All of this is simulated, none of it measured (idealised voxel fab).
Name of the process module below: voxel ribs on slabs
Cross-section cut spans 240 nm and uses square cells 5 nm in size.
Cross-section format: a grid of square cells, given as bands from top to bottom; each band is one or more rows of cells. Read a band's entry like this: the first values are the height of its top and the height of its bottom in nm, and what follows is the sequence of materials from left to right, each with its width in nm. Note that "air" is empty space, and that a single material marked "edge to edge" reaches across the band from edge to edge. It should be noted that heights are counted from 0, beneath which the wafer as supplied is of one material throughout, and that the lowest band possesses no lower boundary but continues downward, as written in "0..down". Width: "30 to 40" (first number = top row, second number = bottom row, same change from row to row of cells). Given "no alterations made" for a step, no cell of the cross-section differs between before and after that step. For the entry "Sealed cavities", the listed items are empty spaces with no open way to the top whose size is 8 cells or more; each item follows the pattern width x height at distance, where distance is from the left edge and all three are in nm. Past the settings on a step's line: simulator remark, on that step. You can add "overlay nm" to a step's line. For a step with a mask, it describes how far the mask lay to the right of its planned position, and a negative number describes a lay to the left.
Process steps - plan:
1 RECEIVE,material Si
2 DIRECTIONAL_DEP,material SiO2,thk nm 20
3 DIRECTIONAL_DEP,material SiN,thk nm 20
4 DIRECTIONAL_DEP,material aC,thk nm 10
5 PATTERN,tone cover,mask id RIB,material resist,width nm 30,thk nm 30,overlay nm 0
6 DIRECTIONAL_ETCH,etch materials aC,depth nm 10
7 STRIP,etch materials resist
8 DIRECTIONAL_ETCH,etch materials SiN,depth nm 15
9 STRIP,etch materials aC
10 MASKED_ETCH,tone cover,mask id SLAB,width nm 60,etch materials SiN,depth nm 5,overlay nm 0
11 FILL_DEP,material SiO2,thk nm 15
12 CMP,height nm 50
13 DIRECTIONAL_DEP,material W,thk nm 5
14 MASKED_ETCH,tone cover,mask id HEATER,width nm 40,etch materials W,depth nm 5,overlay nm 0
15 CONFORMAL_DEP,material SiN,thk nm 10
What follows covers the first of two wafers; it ran as planned:
Received-state cross-section, reflecting completion of step 1:
- 0..down | Si edge to edge
- Sealed cavities: none
The wafer, seen in cross-section, after step 2:
- 20..0 | SiO2 edge to edge
- Below 0 it's all the same as before, nothing changed down there.
The wafer, seen in cross-section, after step 3:
- 40..20 | SiN edge to edge
- Below 20 it's all the same as before, nothing changed down there.
The wafer, seen in cross-section, after step 4:
- 50..40 | aC edge to edge
- Below 40 it's all the same as before, nothing changed down there.
The wafer, seen in cross-section, after step 5:
- 80..50 | 105 nm air, then 30 nm resist, then 105 nm air
- Below 50 it's all the same as before, nothing changed down there.
The wafer, seen in cross-section, after step 6:
- 70..50 | 105 nm air, then 30 nm resist, then 105 nm air
- 50..40 | 105 nm air, then 30 nm aC, then 105 nm air
- Below 40 it's all the same as before, nothing changed down there.
The wafer, seen in cross-section, after step 7:
- 50..40 | 105 nm air, then 30 nm aC, then 105 nm air
- Below 40 it's all the same as before, nothing changed down there.
The wafer, seen in cross-section, after step 8:
- 50..40 | 105 nm air, then 30 nm aC, then 105 nm air
- 40..25 | 105 nm air, then 30 nm SiN, then 105 nm air
- Below 25 it's all the same as before, nothing changed down there.
The wafer, seen in cross-section, after step 9:
- 40..25 | 105 nm air, then 30 nm SiN, then 105 nm air
- Below 25 it's all the same as before, nothing changed down there.
The wafer, seen in cross-section, after step 10:
- 40..25 | 105 nm air, then 30 nm SiN, then 105 nm air
- 25..20 | 90 nm air, then 60 nm SiN, then 90 nm air
- Below 20 it's all the same as before, nothing changed down there.
The wafer, seen in cross-section, after step 11:
- 55..40 | SiO2 edge to edge
- 40..25 | 105 nm SiO2, then 30 nm SiN, then 105 nm SiO2
- 25..20 | 90 nm SiO2, then 60 nm SiN, then 90 nm SiO2
- Below 20 it's all the same as before, nothing changed down there.
The wafer, seen in cross-section, after step 12:
- 50..40 | SiO2 edge to edge
- Below 40 it's all the same as before, nothing changed down there.
The wafer, seen in cross-section, after step 13:
- 55..50 | W edge to edge
- Below 50 it's all the same as before, nothing changed down there.
The wafer, seen in cross-section, after step 14:
- 55..50 | 100 nm air, then 40 nm W, then 100 nm air
- Below 50 it's all the same as before, nothing changed down there.
The wafer, seen in cross-section, after step 15:
- 65..60 | 90 nm air, then 60 nm SiN, then 90 nm air
- 60..55 | SiN edge to edge
- 55..50 | 100 nm SiN, then 40 nm W, then 100 nm SiN
- Below 50 it's all the same as before, nothing changed down there.
Okay, second wafer. Nothing different at the start, nothing different in the plan, just one mistake somewhere in the running. As far as step 12, counting that step, it's the first wafer all over again:
Cross-section of the second wafer at the time step 13 of the plan should have ended:
- 65..50 | W edge to edge
- Below 50 it's all the same as before, nothing changed down there.
Cross-section of the second wafer at the time step 14 of the plan should have ended:
- 65..60 | 100 nm air, then 40 nm W, then 100 nm air
- Below 60 it's all the same as before, nothing changed down there.
Cross-section of the second wafer at the time step 15 of the plan should have ended:
- 75..70 | 90 nm air, then 60 nm SiN, then 90 nm air
- 70..65 | SiN edge to edge
- 65..60 | 100 nm SiN, then 40 nm W, then 100 nm SiN
- Below 60 it's all the same as before, nothing changed down there.
Heads up, the wafer didn't run the way we planned it: step 13 ran differently from the plan; actual operation with settings: DIRECTIONAL_DEP,material W,thk nm 15
End of process, cell counts, second wafer against first, materials with more or fewer: W: 96 more
